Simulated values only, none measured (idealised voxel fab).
The following is a process module called voxel capacitor over wiring.
The figure presents cross-section cut, which has a width of 180 nm and is divided into square cells with an edge length of 5 nm.
Cross-section layout: square cells on a grid; listed as bands, top to bottom; a band spans one or more cell rows. Band: top height; bottom height; in nm. Then, left to right: material with width in nm, for each material. "throughout": a single material spanning edge to edge. "blank": empty space. Height 0 is the level under which the wafer as received is all one material. The lowest band goes on downwards, as in "0..down". Quick explanation for "30..40": the width changes in equal steps down the rows of cells, from the first number in the band's top row to the second number in its bottom row. It should be understood that the words "identical to before", when stated for a given step, signify that the cross-section underwent no change in any of its cells during that step. Basically, "Sealed internal voids" tells you about the enclosed voids: empty spaces with no open way to the top, 8 cells or bigger, each written width x height at distance, where distance is from the left edge, all in nm. The remark found on a step's line after its settings is issued by the simulator itself and pertains to that step. overlay nm: right-of-plan distance of the mask on a masked step; negative values mean left-of-plan.

## Steps planned for the process
| 1 | RECEIVE with material Si |
| 2 | CONFORMAL_DEP with material SiO2, thk nm 15 |
| 3 | DIRECTIONAL_DEP with material TiN, thk nm 5 |
| 4 | DIRECTIONAL_DEP with material Ru, thk nm 20 |
| 5 | PATTERN with tone cover, mask id METAL_1, material resist, width nm 15, pitch nm 95, thk nm 20, overlay nm 0 |
| 6 | DIRECTIONAL_ETCH with etch materials Ru, depth nm 20 |
| 7 | DIRECTIONAL_ETCH with etch materials TiN, depth nm 5 |
| 8 | STRIP with etch materials resist |
| 9 | CONFORMAL_DEP with material SiCN, thk nm 5 |
| 10 | FILL_DEP with material lowk, thk nm 5 |
| 11 | CMP with height nm 40 |
| 12 | CONFORMAL_DEP with material SiCN, thk nm 5 |
| 13 | DIRECTIONAL_DEP with material SiO2, thk nm 10 |
| 14 | DIRECTIONAL_DEP with material aC, thk nm 15 |
| 15 | PATTERN with tone open, mask id PLUG_1, material resist, width nm 15, thk nm 35, overlay nm 0 |
| 16 | DIRECTIONAL_ETCH with etch materials aC, depth nm 15 |
| 17 | STRIP with etch materials resist |
| 18 | DIRECTIONAL_ETCH with etch materials SiO2, depth nm 10 |
| 19 | DIRECTIONAL_ETCH with etch materials SiCN, depth nm 5 |
| 20 | STRIP with etch materials aC |
| 21 | EPI with material Ru, thk nm 10 |
| 22 | EPI with material Ru, thk nm 5 |
| 23 | DIRECTIONAL_DEP with material TiN, thk nm 5 |
| 24 | DIRECTIONAL_DEP with material HfO2, thk nm 5 |
| 25 | DIRECTIONAL_DEP with material TiN, thk nm 5 |
| 26 | DIRECTIONAL_DEP with material aC, thk nm 15 |
| 27 | PATTERN with tone cover, mask id UPPER_PLATE, material resist, width nm 75, thk nm 30, overlay nm 0 |
| 28 | DIRECTIONAL_ETCH with etch materials aC, depth nm 15 |
| 29 | STRIP with etch materials resist |
| 30 | DIRECTIONAL_ETCH with etch materials TiN, depth nm 5 |
| 31 | DIRECTIONAL_ETCH with etch materials HfO2, depth nm 5 |
| 32 | STRIP with etch materials aC |
| 33 | DIRECTIONAL_DEP with material aC, thk nm 15 |
| 34 | PATTERN with tone cover, mask id LOWER_PLATE, material resist, width nm 85, thk nm 35, overlay nm 0 |
| 35 | DIRECTIONAL_ETCH with etch materials aC, depth nm 15 |
| 36 | STRIP with etch materials resist |
| 37 | DIRECTIONAL_ETCH with etch materials TiN, depth nm 5 |
| 38 | STRIP with etch materials aC |
| 39 | FILL_DEP with material SiO2, thk nm 15 |
| 40 | CMP with height nm 80 |
| 41 | DIRECTIONAL_DEP with material aC, thk nm 10 |
| 42 | PATTERN with tone open, mask id PLUG_2, material resist, width nm 15, thk nm 30, overlay nm 0 |
| 43 | DIRECTIONAL_ETCH with etch materials aC, depth nm 10 |
| 44 | STRIP with etch materials resist |
| 45 | DIRECTIONAL_ETCH with etch materials SiO2, depth nm 10 |
| 46 | STRIP with etch materials aC |
| 47 | CONFORMAL_DEP with material TiN, thk nm 5 |
| 48 | FILL_DEP with material W, thk nm 10 |
| 49 | CMP with height nm 80 |
| 50 | CONFORMAL_DEP with material SiCN, thk nm 5 |
Keep in mind the plan's value for the width nm of step 5 comes from the first wafer; the wafers don't share that setting, but they do share the same starting point.

## First of several wafers, received after step 1, in cross-section
> 0..down = Si throughout
> Sealed internal voids: none

## Below: a row per wafer. Contents at end of module: for every material, cells gained since receipt (+) or lost since receipt (-); then closed voids
width nm 15 | +15 HfO2 | +33 Ru | +115 SiCN | +301 SiO2 | +43 TiN | +1 W | +104 lowk | Sealed internal voids: none
width nm 20 | +15 HfO2 | +41 Ru | +113 SiCN | +301 SiO2 | +45 TiN | +1 W | +96 lowk | Sealed internal voids: none
width nm 25 | +15 HfO2 | +49 Ru | +111 SiCN | +301 SiO2 | +47 TiN | +1 W | +88 lowk | Sealed internal voids: none
width nm 30 | +15 HfO2 | +57 Ru | +109 SiCN | +301 SiO2 | +49 TiN | +1 W | +80 lowk | Sealed internal voids: none
width nm 35 | +15 HfO2 | +65 Ru | +107 SiCN | +301 SiO2 | +51 TiN | +1 W | +72 lowk | Sealed internal voids: none
width nm 40 | +15 HfO2 | +73 Ru | +105 SiCN | +301 SiO2 | +53 TiN | +1 W | +64 lowk | Sealed internal voids: none
